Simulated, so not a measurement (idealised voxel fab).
Process module heading - voxel spacer lines
This is section cut - it's 230 nm across, gridded in 5 nm square cells.
In this document a cross-section is written as a grid of square cells. It is given as a series of bands, listed from the top down, and a band is one or more rows of cells. Within each band entry, the heights of the top and of the bottom of the band appear first, in that order and in nm; the materials of the band then follow from left to right, each with its corresponding width in nm. The designation "edge to edge" on a single material indicates that it fills the band from edge to edge; the designation "blank" indicates empty space. Heights are measured from 0, the level below which the as-received wafer is all one material; the lowest band has no bottom and continues downward, written as in "0..down". A width given as "30 to 40" starts at the first number in the band's top row and ends at the second number in its bottom row, shifting by an equal amount at every step from row to row. For the purposes of this document, the phrase "remained unchanged" attached to a step denotes that no cell within the cross-section was modified by that step. "Sealed void listing" means: voids of 8 cells or more that are shut off from the top with no open way through. Written width x height at distance, distance from the left edge, in nm. Anything after a step's settings on that line? It's the simulator's own note about the step. The line of a step may include "overlay nm". On a step with a mask, this value is how far to the right of its planned place the mask lay. A negative value means the mask lay to the left.
PROCESS STEPS (PLANNED)
1. RECEIVE (material Si)
2. CONFORMAL_DEP (material Al2O3; thk nm 5)
3. DIRECTIONAL_DEP (material SiN; thk nm 10)
4. DIRECTIONAL_DEP (material polySi; thk nm 25)
5. PATTERN (tone cover; mask id MANDREL; material resist; width nm 15; pitch nm 60; thk nm 35; overlay nm 0)
6. DIRECTIONAL_ETCH (etch materials polySi; depth nm 25)
7. STRIP (etch materials resist)
8. CONFORMAL_DEP (material SiO2; thk nm 15)
9. DIRECTIONAL_ETCH (etch materials SiO2; depth nm 15)
10. STRIP (etch materials polySi)
11. DIRECTIONAL_ETCH (etch materials SiN; depth nm 10)
12. STRIP (etch materials SiO2)
THE CROSS-SECTION HERE SHOWS THE WAFER AS RECEIVED, I.E. IN ITS STATE AFTER STEP 1
    0..down | Si edge to edge
    Sealed void listing: none
THE MODULE WAS RUN FROM THE START SHOWN ABOVE USING THE PLAN SHOWN ABOVE, BUT ONE MISTAKE WAS MADE DOING IT; THE RESULTING WAFER CROSS-SECTION IS BELOW
    15..5 | 35 blank, 15 SiN, 15 blank, 15 SiN, 15 blank, 15 SiN, 15 blank, 15 SiN, 15 blank, 15 SiN, 15 blank, 15 SiN, 30 blank
    5..0 | Al2O3 edge to edge
    0..down | Si edge to edge
    Sealed void listing: none
Run error: step 5 did not happen as planned, as run it was PATTERN (tone cover; mask id MANDREL; material resist; width nm 15; pitch nm 60; thk nm 35; overlay nm 5)
